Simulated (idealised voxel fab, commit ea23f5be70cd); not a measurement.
Herein follows the process module entitled voxel self aligned contacts.
This is section cut - it's 300 nm across, gridded in 5 nm square cells.
We lay out every cross-section as a grid of square cells and spell it out in bands from the top down, where one band means one or more rows of cells.
Top, bottom (nm), then materials left to right with widths (nm); lone material tagged "everywhere" fills the whole band edge to edge; "air" = empty space.
Heads up on the height convention: 0 is the point under which the incoming wafer is all one material, and the lowest band has no bottom, it just keeps going down, like "0 down".
The expression "30..40" gives the width at the extremes of the band, the first number at its top row of cells and the second at its bottom row, with the width changing by equal amounts from each row to the next in between.
"no change", as given for a step, is the statement that not any cell of the cross-section underwent a change during that step.
This entry, "Voids lacking openings", enumerates those empty regions of no fewer than 8 cells that possess no open connection to the top. Each region is reported in the form width x height at distance, the distance being taken from the left edge, with all three quantities expressed in nm.
Formally, on a step line, whatever follows the settings is a remark that the simulator itself makes on the step.
overlay nm: mask offset rightward from planned place, masked step; negative means leftward offset.
These are the steps we planned for the process:
1. RECEIVE,material Si
2. OXIDIZE,depth nm 5
3. DIRECTIONAL_DEP,material polySi,thk nm 30
4. DIRECTIONAL_DEP,material SiN,thk nm 15
5. DIRECTIONAL_DEP,material aC,thk nm 15
6. PATTERN,tone cover,mask id GATE,material resist,width nm 30,pitch nm 55,thk nm 30,overlay nm 0
7. DIRECTIONAL_ETCH,etch materials aC,depth nm 15
8. STRIP,etch materials resist
9. DIRECTIONAL_ETCH,etch materials SiN,depth nm 15
10. DIRECTIONAL_ETCH,etch materials polySi,depth nm 30
11. STRIP,etch materials aC
12. CONFORMAL_DEP,material SiN,thk nm 5
13. DIRECTIONAL_ETCH,etch materials SiN,depth nm 5
14. FILL_DEP,material SiO2,thk nm 15
15. CMP,height nm 50
16. MASKED_ETCH,tone open,mask id CONTACT,width nm 35,etch materials SiO2,depth nm 55,overlay nm 0
17. CONFORMAL_DEP,material TiN,thk nm 5
18. FILL_DEP,material Ru,thk nm 5
19. CMP,height nm 50
20. CONFORMAL_DEP,material SiCN,thk nm 5
Wafer at receipt (post step 1), cross-section:
* 0 down  Si everywhere
* Voids lacking openings: none
Cross-section at module end, one run error; start and plan unchanged from above:
* 55 to 50  SiCN everywhere
* 50 to 45  SiO2 130 nm | TiN 15 nm | Ru 5 nm | TiN 15 nm | SiO2 135 nm
* 45 to 30  SiO2 100 nm | SiN 40 nm | TiN 5 nm | Ru 5 nm | TiN 5 nm | SiN 40 nm | SiO2 105 nm
* 30 to 25  SiO2 140 nm | TiN 15 nm | SiO2 145 nm
* 25 to 0  polySi everywhere
* 0 down  Si everywhere
* Voids lacking openings: none
Diagnosis: plan vs actual: 2 and 3 interchanged
